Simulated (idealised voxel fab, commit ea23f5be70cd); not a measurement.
process module | voxel wiring stack
cross-section cut | 225 nm wide | cells 5 nm
A cross-section is a grid of square cells, given in bands from the top down. A band is one or more rows of cells.
Each band's line starts with the height of the band's top and of its bottom, in nm. Then come its materials from left to right, each with its width in nm. One material with "throughout" fills the band from edge to edge. "air" is empty space.
Height 0 is the level under which the wafer as received is all one material. The lowest band goes on downwards, as in "0 down".
A width such as "30 to 40" changes by the same amount from each row of cells to the next, from the band's top row to its bottom row.
"no change" after a step means that no cell of the cross-section changed.
closed voids: empty space of 8 cells or more with no open way to the top, each as width x height at its distance from the left edge, in nm
after a step's settings: what the simulator itself notes on the step
overlay nm, on a step with a mask: how far to the right of its planned place the mask lay; to the left if negative
plan
1 op RECEIVE | material Si
2 op CONFORMAL_DEP | material SiO2 | thk nm 15
3 op CONFORMAL_DEP | material SiCN | thk nm 5
4 op DIRECTIONAL_DEP | material lowk | thk nm 20
5 op DIRECTIONAL_DEP | material aC | thk nm 10
6 op PATTERN | tone open | mask id METAL_1 | material resist | width nm 20 | pitch nm 35 | thk nm 30 | overlay nm 0
7 op DIRECTIONAL_ETCH | etch materials aC | depth nm 10
8 op STRIP | etch materials resist
9 op DIRECTIONAL_ETCH | etch materials lowk | depth nm 20
10 op DIRECTIONAL_ETCH | etch materials SiCN | depth nm 5
11 op STRIP | etch materials aC
12 op CONFORMAL_DEP | material TiN | thk nm 5
13 op FILL_DEP | material Cu | thk nm 10
14 op CMP | height nm 40
15 op CONFORMAL_DEP | material SiCN | thk nm 5
16 op DIRECTIONAL_DEP | material lowk | thk nm 30
17 op PATTERN | tone open | mask id METAL_2 | material resist | width nm 20 | pitch nm 35 | thk nm 20 | overlay nm 0
18 op DIRECTIONAL_ETCH | etch materials lowk | depth nm 15
19 op STRIP | etch materials resist
20 op PATTERN | tone open | mask id METAL_2_HOLES | material resist | width nm 15 | pitch nm 35 | thk nm 15 | overlay nm 0
21 op DIRECTIONAL_ETCH | etch materials lowk | depth nm 15
22 op DIRECTIONAL_ETCH | etch materials SiCN | depth nm 5
23 op STRIP | etch materials resist
24 op CONFORMAL_DEP | material TiN | thk nm 5
25 op FILL_DEP | material Ru | thk nm 10
26 op CMP | height nm 75
27 op CONFORMAL_DEP | material SiCN | thk nm 5
28 op DIRECTIONAL_DEP | material lowk | thk nm 25
29 op MASKED_ETCH | tone open | mask id METAL_3 | width nm 20 | pitch nm 35 | etch materials lowk | depth nm 15 | overlay nm 0
30 op PATTERN | tone open | mask id METAL_3_HOLES | material resist | width nm 15 | pitch nm 70 | thk nm 15 | overlay nm 0
31 op DIRECTIONAL_ETCH | etch materials lowk | depth nm 10
32 op DIRECTIONAL_ETCH | etch materials SiCN | depth nm 5
33 op STRIP | etch materials resist
34 op CONFORMAL_DEP | material TiN | thk nm 5
35 op FILL_DEP | material Ru | thk nm 10
36 op CMP | height nm 105
37 op CONFORMAL_DEP | material SiCN | thk nm 5
first wafer, as planned
as received, after step 1
  0 down: Si throughout
  closed voids: none
after step 2
  15 to 0: SiO2 throughout
  below 0: unchanged
after step 3
  20 to 15: SiCN throughout
  below 15: unchanged
after step 4
  40 to 20: lowk throughout
  below 20: unchanged
after step 5
  50 to 40: aC throughout
  below 40: unchanged
after step 6
  80 to 50: resist 65 | air 20 | resist 15 | air 20 | resist 15 | air 20 | resist 70
  below 50: unchanged
after step 7
  70 to 50: resist 65 | air 20 | resist 15 | air 20 | resist 15 | air 20 | resist 70
  50 to 40: aC 65 | air 20 | aC 15 | air 20 | aC 15 | air 20 | aC 70
  below 40: unchanged
after step 8
  50 to 40: aC 65 | air 20 | aC 15 | air 20 | aC 15 | air 20 | aC 70
  below 40: unchanged
after step 9
  50 to 40: aC 65 | air 20 | aC 15 | air 20 | aC 15 | air 20 | aC 70
  40 to 20: lowk 65 | air 20 | lowk 15 | air 20 | lowk 15 | air 20 | lowk 70
  below 20: unchanged
after step 10
  50 to 40: aC 65 | air 20 | aC 15 | air 20 | aC 15 | air 20 | aC 70
  40 to 20: lowk 65 | air 20 | lowk 15 | air 20 | lowk 15 | air 20 | lowk 70
  20 to 15: SiCN 65 | air 20 | SiCN 15 | air 20 | SiCN 15 | air 20 | SiCN 70
  below 15: unchanged
after step 11
  40 to 20: lowk 65 | air 20 | lowk 15 | air 20 | lowk 15 | air 20 | lowk 70
  below 20: unchanged
after step 12
  45 to 40: TiN 70 | air 10 | TiN 25 | air 10 | TiN 25 | air 10 | TiN 75
  40 to 20: lowk 65 | TiN 5 | air 10 | TiN 5 | lowk 15 | TiN 5 | air 10 | TiN 5 | lowk 15 | TiN 5 | air 10 | TiN 5 | lowk 70
  20 to 15: SiCN 65 | TiN 20 | SiCN 15 | TiN 20 | SiCN 15 | TiN 20 | SiCN 70
  below 15: unchanged
after step 13
  55 to 45: Cu throughout
  45 to 40: TiN 70 | Cu 10 | TiN 25 | Cu 10 | TiN 25 | Cu 10 | TiN 75
  40 to 20: lowk 65 | TiN 5 | Cu 10 | TiN 5 | lowk 15 | TiN 5 | Cu 10 | TiN 5 | lowk 15 | TiN 5 | Cu 10 | TiN 5 | lowk 70
  below 20: unchanged
after step 14
  40 to 20: lowk 65 | TiN 5 | Cu 10 | TiN 5 | lowk 15 | TiN 5 | Cu 10 | TiN 5 | lowk 15 | TiN 5 | Cu 10 | TiN 5 | lowk 70
  below 20: unchanged
after step 15
  45 to 40: SiCN throughout
  below 40: unchanged
after step 16
  75 to 45: lowk throughout
  below 45: unchanged
after step 17
  95 to 75: resist 65 | air 20 | resist 15 | air 20 | resist 15 | air 20 | resist 70
  below 75: unchanged
after step 18
  95 to 75: resist 65 | air 20 | resist 15 | air 20 | resist 15 | air 20 | resist 70
  75 to 60: lowk 65 | air 20 | lowk 15 | air 20 | lowk 15 | air 20 | lowk 70
  below 60: unchanged
after step 19
  75 to 60: lowk 65 | air 20 | lowk 15 | air 20 | lowk 15 | air 20 | lowk 70
  below 60: unchanged
after step 20
  90 to 75: resist 65 | air 15 | resist 20 | air 15 | resist 20 | air 15 | resist 75
  75 to 60: lowk 65 | air 15 | resist 5 | lowk 15 | air 15 | resist 5 | lowk 15 | air 15 | resist 5 | lowk 70
  below 60: unchanged
after step 21
  90 to 75: resist 65 | air 15 | resist 20 | air 15 | resist 20 | air 15 | resist 75
  75 to 60: lowk 65 | air 15 | resist 5 | lowk 15 | air 15 | resist 5 | lowk 15 | air 15 | resist 5 | lowk 70
  60 to 45: lowk 65 | air 15 | lowk 20 | air 15 | lowk 20 | air 15 | lowk 75
  below 45: unchanged
after step 22
  90 to 75: resist 65 | air 15 | resist 20 | air 15 | resist 20 | air 15 | resist 75
  75 to 60: lowk 65 | air 15 | resist 5 | lowk 15 | air 15 | resist 5 | lowk 15 | air 15 | resist 5 | lowk 70
  60 to 45: lowk 65 | air 15 | lowk 20 | air 15 | lowk 20 | air 15 | lowk 75
  45 to 40: SiCN 65 | air 15 | SiCN 20 | air 15 | SiCN 20 | air 15 | SiCN 75
  below 40: unchanged
after step 23
  75 to 60: lowk 65 | air 20 | lowk 15 | air 20 | lowk 15 | air 20 | lowk 70
  below 60: unchanged
after step 24
  80 to 75: TiN 70 | air 10 | TiN 25 | air 10 | TiN 25 | air 10 | TiN 75
  75 to 65: lowk 65 | TiN 5 | air 10 | TiN 5 | lowk 15 | TiN 5 | air 10 | TiN 5 | lowk 15 | TiN 5 | air 10 | TiN 5 | lowk 70
  65 to 60: lowk 65 | TiN 5 | air 5 | TiN 10 | lowk 15 | TiN 5 | air 5 | TiN 10 | lowk 15 | TiN 5 | air 5 | TiN 10 | lowk 70
  60 to 45: lowk 65 | TiN 5 | air 5 | TiN 5 | lowk 20 | TiN 5 | air 5 | TiN 5 | lowk 20 | TiN 5 | air 5 | TiN 5 | lowk 75
  45 to 40: SiCN 65 | TiN 15 | SiCN 20 | TiN 15 | SiCN 20 | TiN 15 | SiCN 75
  below 40: unchanged
after step 25
  90 to 80: Ru throughout
  80 to 75: TiN 70 | Ru 10 | TiN 25 | Ru 10 | TiN 25 | Ru 10 | TiN 75
  75 to 65: lowk 65 | TiN 5 | Ru 10 | TiN 5 | lowk 15 | TiN 5 | Ru 10 | TiN 5 | lowk 15 | TiN 5 | Ru 10 | TiN 5 | lowk 70
  65 to 60: lowk 65 | TiN 5 | Ru 5 | TiN 10 | lowk 15 | TiN 5 | Ru 5 | TiN 10 | lowk 15 | TiN 5 | Ru 5 | TiN 10 | lowk 70
  60 to 45: lowk 65 | TiN 5 | Ru 5 | TiN 5 | lowk 20 | TiN 5 | Ru 5 | TiN 5 | lowk 20 | TiN 5 | Ru 5 | TiN 5 | lowk 75
  below 45: unchanged
after step 26
  75 to 65: lowk 65 | TiN 5 | Ru 10 | TiN 5 | lowk 15 | TiN 5 | Ru 10 | TiN 5 | lowk 15 | TiN 5 | Ru 10 | TiN 5 | lowk 70
  below 65: unchanged
after step 27
  80 to 75: SiCN throughout
  below 75: unchanged
after step 28
  105 to 80: lowk throughout
  below 80: unchanged
after step 29
  105 to 90: lowk 65 | air 20 | lowk 15 | air 20 | lowk 15 | air 20 | lowk 70
  below 90: unchanged
after step 30
  120 to 105: resist 65 | air 15 | resist 55 | air 15 | resist 75
  105 to 90: lowk 65 | air 15 | resist 5 | lowk 15 | resist 20 | lowk 15 | air 15 | resist 5 | lowk 70
  below 90: unchanged
after step 31
  120 to 105: resist 65 | air 15 | resist 55 | air 15 | resist 75
  105 to 90: lowk 65 | air 15 | resist 5 | lowk 15 | resist 20 | lowk 15 | air 15 | resist 5 | lowk 70
  90 to 80: lowk 65 | air 15 | lowk 55 | air 15 | lowk 75
  below 80: unchanged
after step 32
  120 to 105: resist 65 | air 15 | resist 55 | air 15 | resist 75
  105 to 90: lowk 65 | air 15 | resist 5 | lowk 15 | resist 20 | lowk 15 | air 15 | resist 5 | lowk 70
  90 to 80: lowk 65 | air 15 | lowk 55 | air 15 | lowk 75
  80 to 75: SiCN 65 | air 15 | SiCN 55 | air 15 | SiCN 75
  below 75: unchanged
after step 33
  105 to 90: lowk 65 | air 20 | lowk 15 | air 20 | lowk 15 | air 20 | lowk 70
  below 90: unchanged
after step 34
  110 to 105: TiN 70 | air 10 | TiN 25 | air 10 | TiN 25 | air 10 | TiN 75
  105 to 95: lowk 65 | TiN 5 | air 10 | TiN 5 | lowk 15 | TiN 5 | air 10 | TiN 5 | lowk 15 | TiN 5 | air 10 | TiN 5 | lowk 70
  95 to 90: lowk 65 | TiN 5 | air 5 | TiN 10 | lowk 15 | TiN 20 | lowk 15 | TiN 5 | air 5 | TiN 10 | lowk 70
  90 to 80: lowk 65 | TiN 5 | air 5 | TiN 5 | lowk 55 | TiN 5 | air 5 | TiN 5 | lowk 75
  80 to 75: SiCN 65 | TiN 15 | SiCN 55 | TiN 15 | SiCN 75
  below 75: unchanged
after step 35
  120 to 110: Ru throughout
  110 to 105: TiN 70 | Ru 10 | TiN 25 | Ru 10 | TiN 25 | Ru 10 | TiN 75
  105 to 95: lowk 65 | TiN 5 | Ru 10 | TiN 5 | lowk 15 | TiN 5 | Ru 10 | TiN 5 | lowk 15 | TiN 5 | Ru 10 | TiN 5 | lowk 70
  95 to 90: lowk 65 | TiN 5 | Ru 5 | TiN 10 | lowk 15 | TiN 20 | lowk 15 | TiN 5 | Ru 5 | TiN 10 | lowk 70
  90 to 80: lowk 65 | TiN 5 | Ru 5 | TiN 5 | lowk 55 | TiN 5 | Ru 5 | TiN 5 | lowk 75
  below 80: unchanged
after step 36
  105 to 95: lowk 65 | TiN 5 | Ru 10 | TiN 5 | lowk 15 | TiN 5 | Ru 10 | TiN 5 | lowk 15 | TiN 5 | Ru 10 | TiN 5 | lowk 70
  below 95: unchanged
after step 37
  110 to 105: SiCN throughout
  below 105: unchanged
second wafer: like start, like plan, one mistake. Through step 23 it matches the first wafer
when step 24 should have ended
  80 to 75: aC 70 | air 10 | aC 25 | air 10 | aC 25 | air 10 | aC 75
  75 to 65: lowk 65 | aC 5 | air 10 | aC 5 | lowk 15 | aC 5 | air 10 | aC 5 | lowk 15 | aC 5 | air 10 | aC 5 | lowk 70
  65 to 60: lowk 65 | aC 5 | air 5 | aC 10 | lowk 15 | aC 5 | air 5 | aC 10 | lowk 15 | aC 5 | air 5 | aC 10 | lowk 70
  60 to 45: lowk 65 | aC 5 | air 5 | aC 5 | lowk 20 | aC 5 | air 5 | aC 5 | lowk 20 | aC 5 | air 5 | aC 5 | lowk 75
  45 to 40: SiCN 65 | aC 15 | SiCN 20 | aC 15 | SiCN 20 | aC 15 | SiCN 75
  below 40: unchanged
when step 25 should have ended
  90 to 80: Ru throughout
  80 to 75: aC 70 | Ru 10 | aC 25 | Ru 10 | aC 25 | Ru 10 | aC 75
  75 to 65: lowk 65 | aC 5 | Ru 10 | aC 5 | lowk 15 | aC 5 | Ru 10 | aC 5 | lowk 15 | aC 5 | Ru 10 | aC 5 | lowk 70
  65 to 60: lowk 65 | aC 5 | Ru 5 | aC 10 | lowk 15 | aC 5 | Ru 5 | aC 10 | lowk 15 | aC 5 | Ru 5 | aC 10 | lowk 70
  60 to 45: lowk 65 | aC 5 | Ru 5 | aC 5 | lowk 20 | aC 5 | Ru 5 | aC 5 | lowk 20 | aC 5 | Ru 5 | aC 5 | lowk 75
  below 45: unchanged
when step 26 should have ended
  75 to 65: lowk 65 | aC 5 | Ru 10 | aC 5 | lowk 15 | aC 5 | Ru 10 | aC 5 | lowk 15 | aC 5 | Ru 10 | aC 5 | lowk 70
  below 65: unchanged
when step 27 should have ended
  80 to 75: SiCN throughout
  below 75: unchanged
when step 28 should have ended
  105 to 80: lowk throughout
  below 80: unchanged
when step 29 should have ended
  105 to 90: lowk 65 | air 20 | lowk 15 | air 20 | lowk 15 | air 20 | lowk 70
  below 90: unchanged
when step 30 should have ended
  120 to 105: resist 65 | air 15 | resist 55 | air 15 | resist 75
  105 to 90: lowk 65 | air 15 | resist 5 | lowk 15 | resist 20 | lowk 15 | air 15 | resist 5 | lowk 70
  below 90: unchanged
when step 31 should have ended
  120 to 105: resist 65 | air 15 | resist 55 | air 15 | resist 75
  105 to 90: lowk 65 | air 15 | resist 5 | lowk 15 | resist 20 | lowk 15 | air 15 | resist 5 | lowk 70
  90 to 80: lowk 65 | air 15 | lowk 55 | air 15 | lowk 75
  below 80: unchanged
when step 32 should have ended
  120 to 105: resist 65 | air 15 | resist 55 | air 15 | resist 75
  105 to 90: lowk 65 | air 15 | resist 5 | lowk 15 | resist 20 | lowk 15 | air 15 | resist 5 | lowk 70
  90 to 80: lowk 65 | air 15 | lowk 55 | air 15 | lowk 75
  80 to 75: SiCN 65 | air 15 | SiCN 55 | air 15 | SiCN 75
  below 75: unchanged
when step 33 should have ended
  105 to 90: lowk 65 | air 20 | lowk 15 | air 20 | lowk 15 | air 20 | lowk 70
  below 90: unchanged
when step 34 should have ended
  110 to 105: TiN 70 | air 10 | TiN 25 | air 10 | TiN 25 | air 10 | TiN 75
  105 to 95: lowk 65 | TiN 5 | air 10 | TiN 5 | lowk 15 | TiN 5 | air 10 | TiN 5 | lowk 15 | TiN 5 | air 10 | TiN 5 | lowk 70
  95 to 90: lowk 65 | TiN 5 | air 5 | TiN 10 | lowk 15 | TiN 20 | lowk 15 | TiN 5 | air 5 | TiN 10 | lowk 70
  90 to 80: lowk 65 | TiN 5 | air 5 | TiN 5 | lowk 55 | TiN 5 | air 5 | TiN 5 | lowk 75
  80 to 75: SiCN 65 | TiN 15 | SiCN 55 | TiN 15 | SiCN 75
  below 75: unchanged
when step 35 should have ended
  120 to 110: Ru throughout
  110 to 105: TiN 70 | Ru 10 | TiN 25 | Ru 10 | TiN 25 | Ru 10 | TiN 75
  105 to 95: lowk 65 | TiN 5 | Ru 10 | TiN 5 | lowk 15 | TiN 5 | Ru 10 | TiN 5 | lowk 15 | TiN 5 | Ru 10 | TiN 5 | lowk 70
  95 to 90: lowk 65 | TiN 5 | Ru 5 | TiN 10 | lowk 15 | TiN 20 | lowk 15 | TiN 5 | Ru 5 | TiN 10 | lowk 70
  90 to 80: lowk 65 | TiN 5 | Ru 5 | TiN 5 | lowk 55 | TiN 5 | Ru 5 | TiN 5 | lowk 75
  below 80: unchanged
when step 36 should have ended
  105 to 95: lowk 65 | TiN 5 | Ru 10 | TiN 5 | lowk 15 | TiN 5 | Ru 10 | TiN 5 | lowk 15 | TiN 5 | Ru 10 | TiN 5 | lowk 70
  below 95: unchanged
when step 37 should have ended
  110 to 105: SiCN throughout
  below 105: unchanged
what went wrong: step 24 ran as: op CONFORMAL_DEP | material aC | thk nm 5
at the end the second wafer has, in cells: 48 fewer of TiN | 48 more of aC
